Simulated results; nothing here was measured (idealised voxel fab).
process module | voxel tone inversion
cross-section cut | 255 nm wide | cells 5 nm
A cross-section is a grid of square cells, given in bands from the top down. A band is one or more rows of cells.
Each band's line starts with the height of the band's top and of its bottom, in nm. Then come its materials from left to right, each with its width in nm. One material with "throughout" fills the band from edge to edge. "air" is empty space.
Height 0 is the level under which the wafer as received is all one material. The lowest band goes on downwards, as in "0 down".
A width such as "30 to 40" changes by the same amount from each row of cells to the next, from the band's top row to its bottom row.
"no change" after a step means that no cell of the cross-section changed.
closed voids: empty space of 8 cells or more with no open way to the top, each as width x height at its distance from the left edge, in nm
after a step's settings: what the simulator itself notes on the step
overlay nm, on a step with a mask: how far to the right of its planned place the mask lay; to the left if negative
plan
1 op RECEIVE | material Si
2 op CONFORMAL_DEP | material SiCN | thk nm 10
3 op DIRECTIONAL_DEP | material aC | thk nm 20
4 op PATTERN | tone cover | mask id POSTS | material resist | width nm 25 | pitch nm 50 | thk nm 25 | overlay nm 0
5 op DIRECTIONAL_ETCH | etch materials aC | depth nm 20
6 op STRIP | etch materials resist
7 op FILL_DEP | material SiO2 | thk nm 10
8 op CMP | height nm 30
9 op STRIP | etch materials aC
as received, after step 1
  0 down: Si throughout
  closed voids: none
first wafer at the end, as planned
  30 to 10: SiO2 40 | air 25 | SiO2 25 | air 25 | SiO2 25 | air 25 | SiO2 25 | air 25 | SiO2 40
  10 to 0: SiCN throughout
  0 down: Si throughout
  closed voids: none
second wafer at the end: like start, like plan, one mistake
  30 to 10: SiO2 35 | air 35 | SiO2 15 | air 35 | SiO2 15 | air 35 | SiO2 15 | air 35 | SiO2 35
  10 to 0: SiCN throughout
  0 down: Si throughout
  closed voids: none
what went wrong: step 4 ran as: op PATTERN | tone cover | mask id POSTS | material resist | width nm 35 | pitch nm 50 | thk nm 25 | overlay nm 0
at the end the second wafer has, in cells: 32 fewer of SiO2
